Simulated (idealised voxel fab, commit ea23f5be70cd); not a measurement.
process module | voxel gate over fins
cross-section cut | 175 nm wide | cells 5 nm
A cross-section is a grid of square cells, given in bands from the top down. A band is one or more rows of cells.
Each band's line starts with the height of the band's top and of its bottom, in nm. Then come its materials from left to right, each with its width in nm. One material with "throughout" fills the band from edge to edge. "air" is empty space.
Height 0 is the level under which the wafer as received is all one material. The lowest band goes on downwards, as in "0 down".
A width such as "30 to 40" changes by the same amount from each row of cells to the next, from the band's top row to its bottom row.
"no change" after a step means that no cell of the cross-section changed.
closed voids: empty space of 8 cells or more with no open way to the top, each as width x height at its distance from the left edge, in nm
after a step's settings: what the simulator itself notes on the step
overlay nm, on a step with a mask: how far to the right of its planned place the mask lay; to the left if negative
plan
1 op RECEIVE | material Si
2 op CONFORMAL_DEP | material SiN | thk nm 10
3 op PATTERN | tone cover | mask id FINS | material resist | width nm 15 | pitch nm 35 | thk nm 20 | overlay nm 0
4 op DIRECTIONAL_ETCH | etch materials SiN | depth nm 10
5 op DIRECTIONAL_ETCH | etch materials Si | depth nm 30
6 op STRIP | etch materials resist
7 op OXIDIZE | depth nm 5
8 op FILL_DEP | material SiO2 | thk nm 15
9 op CMP | height nm 10
10 op SELECTIVE_ETCH | etch materials SiO2 | depth nm 25
11 op STRIP | etch materials SiN
12 op CONFORMAL_DEP | material HfO2 | thk nm 5
13 op CONFORMAL_DEP | material TiN | thk nm 5
14 op CONFORMAL_DEP | material TiAl | thk nm 5
15 op CONFORMAL_DEP | material TiN | thk nm 5
16 op FILL_DEP | material W | thk nm 15
17 op CMP | height nm 30
18 op CONFORMAL_DEP | material SiCN | thk nm 10
varied across the wafers: thk nm of step 14. The plan shows the first wafer's value. All wafers start alike
first wafer as received, after step 1
  0 down: Si throughout
  closed voids: none
first wafer at the end, after step 18
  40 to 30: SiCN throughout
  30 to 20: W throughout
  20 to 15: W 30 | TiN 115 | W 30
  15 to 10: W 30 | TiN 5 | TiAl 105 | TiN 5 | W 30
  10 to 5: W 30 | TiN 5 | TiAl 5 | TiN 25 | TiAl 10 | TiN 25 | TiAl 10 | TiN 25 | TiAl 5 | TiN 5 | W 30
  5 to 0: TiN 35 | TiAl 5 | TiN 5 | HfO2 15 | TiN 5 | TiAl 10 | TiN 5 | HfO2 15 | TiN 5 | TiAl 10 | TiN 5 | HfO2 15 | TiN 5 | TiAl 5 | TiN 35
  0 to -5: TiAl 40 | TiN 5 | HfO2 5 | Si 5 | HfO2 5 | TiN 5 | TiAl 10 | TiN 5 | HfO2 5 | Si 5 | HfO2 5 | TiN 5 | TiAl 10 | TiN 5 | HfO2 5 | Si 5 | HfO2 5 | TiN 5 | TiAl 40
  -5 to -10: TiN 45 | HfO2 5 | Si 5 | HfO2 5 | TiN 20 | HfO2 5 | Si 5 | HfO2 5 | TiN 20 | HfO2 5 | Si 5 | HfO2 5 | TiN 45
  -10 to -15: HfO2 50 | Si 5 | HfO2 30 | Si 5 | HfO2 30 | Si 5 | HfO2 50
  -15 to -35: SiO2 50 | Si 5 | SiO2 30 | Si 5 | SiO2 30 | Si 5 | SiO2 50
  -35 down: Si throughout
  closed voids: none
last wafer at the end
  40 to 30: SiCN throughout
  30 to 20: W 15 | TiN 5 | TiAl 135 | TiN 5 | W 15
  20 to 15: TiN 20 | TiAl 135 | TiN 20
  15 to 10: TiAl throughout
  10 to 5: TiAl 40 | TiN 25 | TiAl 10 | TiN 25 | TiAl 10 | TiN 25 | TiAl 40
  5 to 0: TiAl 40 | TiN 5 | HfO2 15 | TiN 5 | TiAl 10 | TiN 5 | HfO2 15 | TiN 5 | TiAl 10 | TiN 5 | HfO2 15 | TiN 5 | TiAl 40
  0 to -5: TiAl 40 | TiN 5 | HfO2 5 | Si 5 | HfO2 5 | TiN 5 | TiAl 10 | TiN 5 | HfO2 5 | Si 5 | HfO2 5 | TiN 5 | TiAl 10 | TiN 5 | HfO2 5 | Si 5 | HfO2 5 | TiN 5 | TiAl 40
  -5 to -10: TiN 45 | HfO2 5 | Si 5 | HfO2 5 | TiN 20 | HfO2 5 | Si 5 | HfO2 5 | TiN 20 | HfO2 5 | Si 5 | HfO2 5 | TiN 45
  -10 to -15: HfO2 50 | Si 5 | HfO2 30 | Si 5 | HfO2 30 | Si 5 | HfO2 50
  -15 to -35: SiO2 50 | Si 5 | SiO2 30 | Si 5 | SiO2 30 | Si 5 | SiO2 50
  -35 down: Si throughout
  closed voids: none
each wafer at the end: cells of each material gained (+) or lost (-) since it was received, then its closed voids
thk nm 5 | +53 HfO2 | -224 Si | +70 SiCN | +128 SiO2 | +53 TiAl | +94 TiN | +106 W | closed voids: none
thk nm 10 | +53 HfO2 | -224 Si | +70 SiCN | +128 SiO2 | +94 TiAl | +94 TiN | +65 W | closed voids: none
thk nm 15 | +53 HfO2 | -224 Si | +70 SiCN | +128 SiO2 | +135 TiAl | +94 TiN | +24 W | closed voids: none
thk nm 20 | +53 HfO2 | -224 Si | +70 SiCN | +128 SiO2 | +176 TiAl | +65 TiN | +12 W | closed voids: none
